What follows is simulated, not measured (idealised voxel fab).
This is a process module. Its name is voxel tone inversion.
Pictured: cross-section cut, 300 nm wide, on a grid of 5 nm square cells.
Just so we're on the same page, the cross-sections are grids of square cells, and they're listed out in bands top to bottom, each band one or more rows deep. This entry defines a band. It first specifies the height of the band's top and the height of its bottom in nm, and then specifies the band's materials from left to right, stating each material with its width in nm. The word "everywhere" identifies a single material that fills the band from edge to edge, while the word "empty" identifies empty space. Heights are measured from 0, the level below which the as-received wafer is all one material; the lowest band has no bottom and continues downward, written as in "0..down". Width: "30..40" (first number = top row, second number = bottom row, same change from row to row of cells). Step marked "nothing altered"? Then no cell in the cross-section changed in it. Voids not open to the top, 8 cells minimum: see "Closed empty spaces". Written width x height at distance; distance is from the left edge; nm. Step line, after settings: the simulator's comment on this step. Each step line may optionally specify "overlay nm", which for a step with a mask gives the rightward distance between the mask's planned place and where it lay, a negative value indicating the leftward direction.
These are the steps we planned for the process:
1. RECEIVE (material Si)
2. CONFORMAL_DEP (material SiCN; thk nm 10)
3. DIRECTIONAL_DEP (material polySi; thk nm 15)
4. PATTERN (tone cover; mask id POSTS; material resist; width nm 20; pitch nm 35; thk nm 20; overlay nm 0)
5. DIRECTIONAL_ETCH (etch materials polySi; depth nm 15)
6. STRIP (etch materials resist)
7. FILL_DEP (material lowk; thk nm 5)
8. CMP (height nm 25)
9. STRIP (etch materials polySi)
Delivered wafer in cross-section: state after step 1:
	0..down: Si everywhere
	Closed empty spaces: none
End-of-module cross-section of the first of two wafers, processed as planned:
	25..10: lowk 85 nm / empty 20 nm / lowk 15 nm / empty 20 nm / lowk 15 nm / empty 20 nm / lowk 15 nm / empty 20 nm / lowk 90 nm
	10..0: SiCN everywhere
	0..down: Si everywhere
	Closed empty spaces: none
Cross-section, wafer two of two, end of module: same start and plan as wafer one, one error in execution:
	25..15: SiCN everywhere
	15..0: polySi everywhere
	0..down: Si everywhere
	Closed empty spaces: none
Nonconformance to the process plan: step 2 ran in the slot meant for step 3, and vice versa
End check, counted in cells, second wafer has more or fewer of these materials than the first: -132 lowk; +180 polySi
